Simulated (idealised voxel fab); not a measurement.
The process module presented herein is designated voxel quadruple lines.
Square cell edge 5 nm, section width 250 nm, ID cut.
A cross-section in this document is a grid of square cells, and it is written down as bands, the top band listed before the ones below it; a band is made up of one or more rows of cells. Heads up on the band format: heights come first, top then bottom, in nm. After that it's the materials left to right, each with its width in nm. A single material flagged "full width" fills the whole band edge to edge, and "blank" means there's empty space there. Heights are reckoned from 0. Under this level, the received wafer is all of one material. The bottommost band is open-ended downward, for example "top 0, no bottom". Think of "30 to 40" as a width that walks from the first number to the second as you go down the band, top row to bottom row, taking equal-sized steps from row to row. Any step labelled "remains unaltered" changed none of the cells in the cross-section. Look at "Closed void table" for the closed voids: empty spaces with no open path to the top, sized 8 cells or up. Each is width x height at distance, distance from the left edge, all nm. Formally, on a step line, whatever follows the settings is a remark that the simulator itself makes on the step. A step's line can hold "overlay nm"; with a mask on that step, the setting says how far right of the planned place the mask lay, while a negative setting says it lay to the left.
-- Planned process steps
- 1: RECEIVE,material Si
- 2: CONFORMAL_DEP,material SiO2,thk nm 5
- 3: DIRECTIONAL_DEP,material W,thk nm 10
- 4: DIRECTIONAL_DEP,material polySi,thk nm 20
- 5: DIRECTIONAL_DEP,material aC,thk nm 25
- 6: PATTERN,tone cover,mask id MANDREL,material resist,width nm 30,pitch nm 80,thk nm 30,overlay nm 0
- 7: DIRECTIONAL_ETCH,etch materials aC,depth nm 25
- 8: STRIP,etch materials resist
- 9: CONFORMAL_DEP,material SiO2,thk nm 10
- 10: DIRECTIONAL_ETCH,etch materials SiO2,depth nm 10
- 11: STRIP,etch materials aC
- 12: DIRECTIONAL_ETCH,etch materials polySi,depth nm 20
- 13: STRIP,etch materials SiO2
- 14: CONFORMAL_DEP,material SiCN,thk nm 10
- 15: DIRECTIONAL_ETCH,etch materials SiCN,depth nm 10
- 16: STRIP,etch materials polySi
- 17: DIRECTIONAL_ETCH,etch materials W,depth nm 10
- 18: STRIP,etch materials SiCN
- 19: FILL_DEP,material lowk,thk nm 5
- 20: CMP,height nm 15
-- Incoming wafer in cross-section (state: after step 1)
    top 0, no bottom  Si full width
    Closed void table: none
-- The first of two wafers, cross-sectioned at the end of the module, with the run proceeding as planned
    top 15, bottom 5  lowk 50 nm, then W 10 nm, then lowk 10 nm, then W 10 nm, then lowk 10 nm, then W 10 nm, then lowk 10 nm, then W 10 nm, then lowk 10 nm, then W 10 nm, then lowk 10 nm, then W 10 nm, then lowk 10 nm, then W 10 nm, then lowk 10 nm, then W 10 nm, then lowk 50 nm
    top 5, bottom 0  SiO2 full width
    top 0, no bottom  Si full width
    Closed void table: none
-- Wafer two (of two), end-of-module cross-section: start = wafer one, plan = wafer one, one run mistake
    top 15, bottom 10  lowk full width
    top 10, bottom 0  lowk 50 nm, then W 10 nm, then lowk 10 nm, then W 10 nm, then lowk 10 nm, then W 10 nm, then lowk 10 nm, then W 10 nm, then lowk 10 nm, then W 10 nm, then lowk 10 nm, then W 10 nm, then lowk 10 nm, then W 10 nm, then lowk 10 nm, then W 10 nm, then lowk 50 nm
    top 0, no bottom  Si full width
    Closed void table: none
Processing error: no execution of plan step 2; skipped
In the final state, the cell counts of the second wafer exceed or fall short of those of the first for the following materials: SiO2: 50 fewer, lowk: 50 more
